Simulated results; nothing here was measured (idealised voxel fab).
process module | voxel capacitor over wiring
cross-section cut | 245 nm wide | cells 5 nm
A cross-section is a grid of square cells, given in bands from the top down. A band is one or more rows of cells.
Each band's line starts with the height of the band's top and of its bottom, in nm. Then come its materials from left to right, each with its width in nm. One material with "throughout" fills the band from edge to edge. "air" is empty space.
Height 0 is the level under which the wafer as received is all one material. The lowest band goes on downwards, as in "0 down".
A width such as "30 to 40" changes by the same amount from each row of cells to the next, from the band's top row to its bottom row.
"no change" after a step means that no cell of the cross-section changed.
closed voids: empty space of 8 cells or more with no open way to the top, each as width x height at its distance from the left edge, in nm
after a step's settings: what the simulator itself notes on the step
overlay nm, on a step with a mask: how far to the right of its planned place the mask lay; to the left if negative
plan
1 op RECEIVE | material Si
2 op CONFORMAL_DEP | material SiO2 | thk nm 15
3 op DIRECTIONAL_DEP | material TiN | thk nm 5
4 op DIRECTIONAL_DEP | material Ru | thk nm 15
5 op DIRECTIONAL_DEP | material aC | thk nm 10
6 op PATTERN | tone cover | mask id METAL_1 | material resist | width nm 25 | pitch nm 85 | thk nm 30 | overlay nm 0
7 op DIRECTIONAL_ETCH | etch materials aC | depth nm 10
8 op STRIP | etch materials resist
9 op DIRECTIONAL_ETCH | etch materials Ru | depth nm 15
10 op DIRECTIONAL_ETCH | etch materials TiN | depth nm 5
11 op STRIP | etch materials aC
12 op FILL_DEP | material SiO2 | thk nm 5
13 op CMP | height nm 35
14 op CONFORMAL_DEP | material SiCN | thk nm 5
15 op DIRECTIONAL_DEP | material SiO2 | thk nm 20
16 op PATTERN | tone open | mask id PLUG_1 | material resist | width nm 15 | thk nm 20 | overlay nm 0
17 op DIRECTIONAL_ETCH | etch materials SiO2 | depth nm 20
18 op DIRECTIONAL_ETCH | etch materials SiCN | depth nm 5
19 op STRIP | etch materials resist
20 op CONFORMAL_DEP | material TiN | thk nm 5
21 op FILL_DEP | material Ru | thk nm 5
22 op CMP | height nm 60
23 op DIRECTIONAL_DEP | material TiN | thk nm 5
24 op DIRECTIONAL_DEP | material SiN | thk nm 5
25 op DIRECTIONAL_DEP | material TiN | thk nm 5
26 op PATTERN | tone cover | mask id UPPER_PLATE | material resist | width nm 65 | thk nm 15 | overlay nm 0
27 op DIRECTIONAL_ETCH | etch materials TiN | depth nm 5
28 op DIRECTIONAL_ETCH | etch materials SiN | depth nm 5
29 op STRIP | etch materials resist
30 op MASKED_ETCH | tone cover | mask id LOWER_PLATE | width nm 75 | etch materials TiN | depth nm 5 | overlay nm 0
31 op FILL_DEP | material SiO2 | thk nm 20
32 op CMP | height nm 90
33 op MASKED_ETCH | tone open | mask id PLUG_2 | width nm 15 | etch materials SiO2 | depth nm 15 | overlay nm 0
34 op CONFORMAL_DEP | material TiN | thk nm 5
35 op FILL_DEP | material Cu | thk nm 5
36 op CMP | height nm 90
37 op CONFORMAL_DEP | material SiN | thk nm 5
first wafer, as planned
as received, after step 1
  0 down: Si throughout
  closed voids: none
after step 2
  15 to 0: SiO2 throughout
  below 0: unchanged
after step 3
  20 to 15: TiN throughout
  below 15: unchanged
after step 4
  35 to 20: Ru throughout
  below 20: unchanged
after step 5
  45 to 35: aC throughout
  below 35: unchanged
after step 6
  75 to 45: air 65 | resist 25 | air 60 | resist 25 | air 70
  below 45: unchanged
after step 7
  65 to 45: air 65 | resist 25 | air 60 | resist 25 | air 70
  45 to 35: air 65 | aC 25 | air 60 | aC 25 | air 70
  below 35: unchanged
after step 8
  45 to 35: air 65 | aC 25 | air 60 | aC 25 | air 70
  below 35: unchanged
after step 9
  45 to 35: air 65 | aC 25 | air 60 | aC 25 | air 70
  35 to 20: air 65 | Ru 25 | air 60 | Ru 25 | air 70
  below 20: unchanged
after step 10
  45 to 35: air 65 | aC 25 | air 60 | aC 25 | air 70
  35 to 20: air 65 | Ru 25 | air 60 | Ru 25 | air 70
  20 to 15: air 65 | TiN 25 | air 60 | TiN 25 | air 70
  below 15: unchanged
after step 11
  35 to 20: air 65 | Ru 25 | air 60 | Ru 25 | air 70
  below 20: unchanged
after step 12
  40 to 35: SiO2 throughout
  35 to 20: SiO2 65 | Ru 25 | SiO2 60 | Ru 25 | SiO2 70
  20 to 15: SiO2 65 | TiN 25 | SiO2 60 | TiN 25 | SiO2 70
  below 15: unchanged
after step 13
  35 to 20: SiO2 65 | Ru 25 | SiO2 60 | Ru 25 | SiO2 70
  below 20: unchanged
after step 14
  40 to 35: SiCN throughout
  below 35: unchanged
after step 15
  60 to 40: SiO2 throughout
  below 40: unchanged
after step 16
  80 to 60: resist 75 | air 15 | resist 155
  below 60: unchanged
after step 17
  80 to 60: resist 75 | air 15 | resist 155
  60 to 40: SiO2 75 | air 15 | SiO2 155
  below 40: unchanged
after step 18
  80 to 60: resist 75 | air 15 | resist 155
  60 to 40: SiO2 75 | air 15 | SiO2 155
  40 to 35: SiCN 75 | air 15 | SiCN 155
  below 35: unchanged
after step 19
  60 to 40: SiO2 75 | air 15 | SiO2 155
  below 40: unchanged
after step 20
  65 to 60: TiN 80 | air 5 | TiN 160
  60 to 40: SiO2 75 | TiN 5 | air 5 | TiN 5 | SiO2 155
  40 to 35: SiCN 75 | TiN 15 | SiCN 155
  below 35: unchanged
after step 21
  70 to 65: Ru throughout
  65 to 60: TiN 80 | Ru 5 | TiN 160
  60 to 40: SiO2 75 | TiN 5 | Ru 5 | TiN 5 | SiO2 155
  below 40: unchanged
after step 22
  60 to 40: SiO2 75 | TiN 5 | Ru 5 | TiN 5 | SiO2 155
  below 40: unchanged
after step 23
  65 to 60: TiN throughout
  below 60: unchanged
after step 24
  70 to 65: SiN throughout
  below 65: unchanged
after step 25
  75 to 70: TiN throughout
  below 70: unchanged
after step 26
  90 to 75: air 75 | resist 65 | air 105
  below 75: unchanged
after step 27
  90 to 75: air 75 | resist 65 | air 105
  75 to 70: air 75 | TiN 65 | air 105
  below 70: unchanged
after step 28
  90 to 75: air 75 | resist 65 | air 105
  75 to 70: air 75 | TiN 65 | air 105
  70 to 65: air 75 | SiN 65 | air 105
  below 65: unchanged
after step 29
  75 to 70: air 75 | TiN 65 | air 105
  below 70: unchanged
after step 30
  75 to 70: air 75 | TiN 65 | air 105
  70 to 65: air 75 | SiN 65 | air 105
  65 to 60: air 70 | TiN 75 | air 100
  below 60: unchanged
after step 31
  95 to 75: SiO2 throughout
  75 to 70: SiO2 75 | TiN 65 | SiO2 105
  70 to 65: SiO2 75 | SiN 65 | SiO2 105
  65 to 60: SiO2 70 | TiN 75 | SiO2 100
  below 60: unchanged
after step 32
  90 to 75: SiO2 throughout
  below 75: unchanged
after step 33
  90 to 75: SiO2 85 | air 15 | SiO2 145
  below 75: unchanged
after step 34
  95 to 90: TiN 90 | air 5 | TiN 150
  90 to 80: SiO2 85 | TiN 5 | air 5 | TiN 5 | SiO2 145
  80 to 70: SiO2 85 to 75 | TiN 15 to 65 | SiO2 145 to 105
  below 70: unchanged
after step 35
  100 to 95: Cu throughout
  95 to 90: TiN 90 | Cu 5 | TiN 150
  90 to 80: SiO2 85 | TiN 5 | Cu 5 | TiN 5 | SiO2 145
  below 80: unchanged
after step 36
  90 to 80: SiO2 85 | TiN 5 | Cu 5 | TiN 5 | SiO2 145
  below 80: unchanged
after step 37
  95 to 90: SiN throughout
  below 90: unchanged
second wafer: like start, like plan, one mistake. Through step 14 it matches the first wafer
when step 15 should have ended
  60 to 40: TiN throughout
  below 40: unchanged
when step 16 should have ended
  80 to 60: resist 75 | air 15 | resist 155
  below 60: unchanged
when step 17 should have ended: no change
when step 18 should have ended: no change
when step 19 should have ended
  60 to 40: TiN throughout
  below 40: unchanged
when step 20 should have ended
  65 to 40: TiN throughout
  below 40: unchanged
when step 21 should have ended
  70 to 65: Ru throughout
  below 65: unchanged
when step 22 should have ended
  60 to 40: TiN throughout
  below 40: unchanged
when step 23 should have ended
  65 to 40: TiN throughout
  below 40: unchanged
when step 24 should have ended
  70 to 65: SiN throughout
  below 65: unchanged
when step 25 should have ended
  75 to 70: TiN throughout
  below 70: unchanged
when step 26 should have ended
  90 to 75: air 75 | resist 65 | air 105
  below 75: unchanged
when step 27 should have ended
  90 to 75: air 75 | resist 65 | air 105
  75 to 70: air 75 | TiN 65 | air 105
  below 70: unchanged
when step 28 should have ended
  90 to 75: air 75 | resist 65 | air 105
  75 to 70: air 75 | TiN 65 | air 105
  70 to 65: air 75 | SiN 65 | air 105
  below 65: unchanged
when step 29 should have ended
  75 to 70: air 75 | TiN 65 | air 105
  below 70: unchanged
when step 30 should have ended
  75 to 70: air 75 | TiN 65 | air 105
  70 to 65: air 75 | SiN 65 | air 105
  65 to 60: air 70 | TiN 75 | air 100
  below 60: unchanged
when step 31 should have ended
  95 to 75: SiO2 throughout
  75 to 70: SiO2 75 | TiN 65 | SiO2 105
  70 to 65: SiO2 75 | SiN 65 | SiO2 105
  65 to 60: SiO2 70 | TiN 75 | SiO2 100
  below 60: unchanged
when step 32 should have ended
  90 to 75: SiO2 throughout
  below 75: unchanged
when step 33 should have ended
  90 to 75: SiO2 85 | air 15 | SiO2 145
  below 75: unchanged
when step 34 should have ended
  95 to 90: TiN 90 | air 5 | TiN 150
  90 to 80: SiO2 85 | TiN 5 | air 5 | TiN 5 | SiO2 145
  80 to 70: SiO2 85 to 75 | TiN 15 to 65 | SiO2 145 to 105
  below 70: unchanged
when step 35 should have ended
  100 to 95: Cu throughout
  95 to 90: TiN 90 | Cu 5 | TiN 150
  90 to 80: SiO2 85 | TiN 5 | Cu 5 | TiN 5 | SiO2 145
  below 80: unchanged
when step 36 should have ended
  90 to 80: SiO2 85 | TiN 5 | Cu 5 | TiN 5 | SiO2 145
  below 80: unchanged
when step 37 should have ended
  95 to 90: SiN throughout
  below 90: unchanged
what went wrong: step 15 ran as: op DIRECTIONAL_DEP | material TiN | thk nm 20
at the end the second wafer has, in cells: 4 fewer of Ru | 3 more of SiCN | 184 fewer of SiO2 | 185 more of TiN
